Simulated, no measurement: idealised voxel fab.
The process module that follows is named voxel spacer lines.
For reference, the cross-section in this document is cut, with width 260 nm and square cells of 5 nm.
This document writes a cross-section as a grid whose cells are square, and gives it as bands, listed from the top down; one or more rows of cells form a band. A band entry consists of two parts. The first gives the height of the band's top and the height of its bottom, in nm. The rest lists the band's materials from left to right, each with its width in nm. A single material labelled with the word "edge to edge" fills the band from edge to edge, and the word "blank" marks empty space. Where do heights start? At 0: under that level the wafer as delivered is made of one material only. And the lowest band has no floor; it just carries on downward, as in "z 0 and below". Read "30 to 40" as a graded width: first number on top, second number at the bottom, same change between each pair of neighbouring rows. Where a step carries "no change", the cross-section came out of it unchanged, cell for cell. Voids not open to the top, 8 cells minimum: see "Enclosed internal cavities". Written width x height at distance; distance is from the left edge; nm. That trailing text on a step's line, after the settings, is the simulator's own remark on the step. Regarding "overlay nm": on a step with a mask, it is the distance the mask lay to the right of its planned place; a negative value places it to the left.
# plan
step 1: RECEIVE with material Si
step 2: CONFORMAL_DEP with material Al2O3, thk nm 10
step 3: DIRECTIONAL_DEP with material polySi, thk nm 10
step 4: DIRECTIONAL_DEP with material aC, thk nm 25
step 5: PATTERN with tone cover, mask id MANDREL, material resist, width nm 25, pitch nm 80, thk nm 35, overlay nm 0
step 6: DIRECTIONAL_ETCH with etch materials aC, depth nm 25
step 7: STRIP with etch materials resist
step 8: CONFORMAL_DEP with material SiN, thk nm 15
step 9: DIRECTIONAL_ETCH with etch materials SiN, depth nm 5
step 10: STRIP with etch materials aC
step 11: DIRECTIONAL_ETCH with etch materials polySi, depth nm 10
step 12: STRIP with etch materials SiN
The wafers in this document start out alike and differ in the depth nm applied at step 9; the plan shows the value used for the first wafer.
# Cut through the first of several wafers as received, post step 1
* z 0 and below = Si edge to edge
* Enclosed internal cavities: none
# wafer rows; end of module; cells per material since receipt: (+) gained, (-) lost; then closed voids
depth nm 5 | +104 Al2O3 | +50 aC | +104 polySi | Enclosed internal cavities: none
depth nm 10 | +104 Al2O3 | +50 aC | +104 polySi | Enclosed internal cavities: none
depth nm 15 | +104 Al2O3 | +24 polySi | Enclosed internal cavities: none
depth nm 20 | +104 Al2O3 | +24 polySi | Enclosed internal cavities: none
depth nm 25 | +104 Al2O3 | +24 polySi | Enclosed internal cavities: none
depth nm 30 | +104 Al2O3 | +24 polySi | Enclosed internal cavities: none
